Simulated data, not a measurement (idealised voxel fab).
process module | voxel ribs on slabs
cross-section cut | 255 nm wide | cells 5 nm
A cross-section is a grid of square cells, given in bands from the top down. A band is one or more rows of cells.
Each band's line starts with the height of the band's top and of its bottom, in nm. Then come its materials from left to right, each with its width in nm. One material with "throughout" fills the band from edge to edge. "air" is empty space.
Height 0 is the level under which the wafer as received is all one material. The lowest band goes on downwards, as in "0 down".
A width such as "30 to 40" changes by the same amount from each row of cells to the next, from the band's top row to its bottom row.
"no change" after a step means that no cell of the cross-section changed.
closed voids: empty space of 8 cells or more with no open way to the top, each as width x height at its distance from the left edge, in nm
after a step's settings: what the simulator itself notes on the step
overlay nm, on a step with a mask: how far to the right of its planned place the mask lay; to the left if negative
plan
1 op RECEIVE | material Si
2 op DIRECTIONAL_DEP | material SiO2 | thk nm 20
3 op DIRECTIONAL_DEP | material SiN | thk nm 20
4 op DIRECTIONAL_DEP | material aC | thk nm 10
5 op PATTERN | tone cover | mask id RIB | material resist | width nm 15 | thk nm 25 | overlay nm 0
6 op DIRECTIONAL_ETCH | etch materials aC | depth nm 10
7 op STRIP | etch materials resist
8 op DIRECTIONAL_ETCH | etch materials SiN | depth nm 10
9 op STRIP | etch materials aC
10 op PATTERN | tone cover | mask id SLAB | material resist | width nm 75 | thk nm 20 | overlay nm 0
11 op DIRECTIONAL_ETCH | etch materials SiN | depth nm 10
12 op STRIP | etch materials resist
13 op FILL_DEP | material SiO2 | thk nm 20
14 op CMP | height nm 50
15 op DIRECTIONAL_DEP | material W | thk nm 10
16 op MASKED_ETCH | tone cover | mask id HEATER | width nm 25 | etch materials W | depth nm 10 | overlay nm -15
17 op CONFORMAL_DEP | material SiO2 | thk nm 5
varied across the wafers: overlay nm of step 16. The plan shows the first wafer's value. All wafers start alike
first wafer as received, after step 1
  0 down: Si throughout
  closed voids: none
each wafer at the end: cells of each material gained (+) or lost (-) since it was received, then its closed voids
overlay nm -15 | +36 SiN | +529 SiO2 | +10 W | closed voids: none
overlay nm -10 | +36 SiN | +529 SiO2 | +10 W | closed voids: none
overlay nm -5 | +36 SiN | +529 SiO2 | +10 W | closed voids: none
overlay nm 0 | +36 SiN | +529 SiO2 | +10 W | closed voids: none
overlay nm 5 | +36 SiN | +529 SiO2 | +10 W | closed voids: none
overlay nm 10 | +36 SiN | +529 SiO2 | +10 W | closed voids: none
overlay nm 15 | +36 SiN | +529 SiO2 | +10 W | closed voids: none
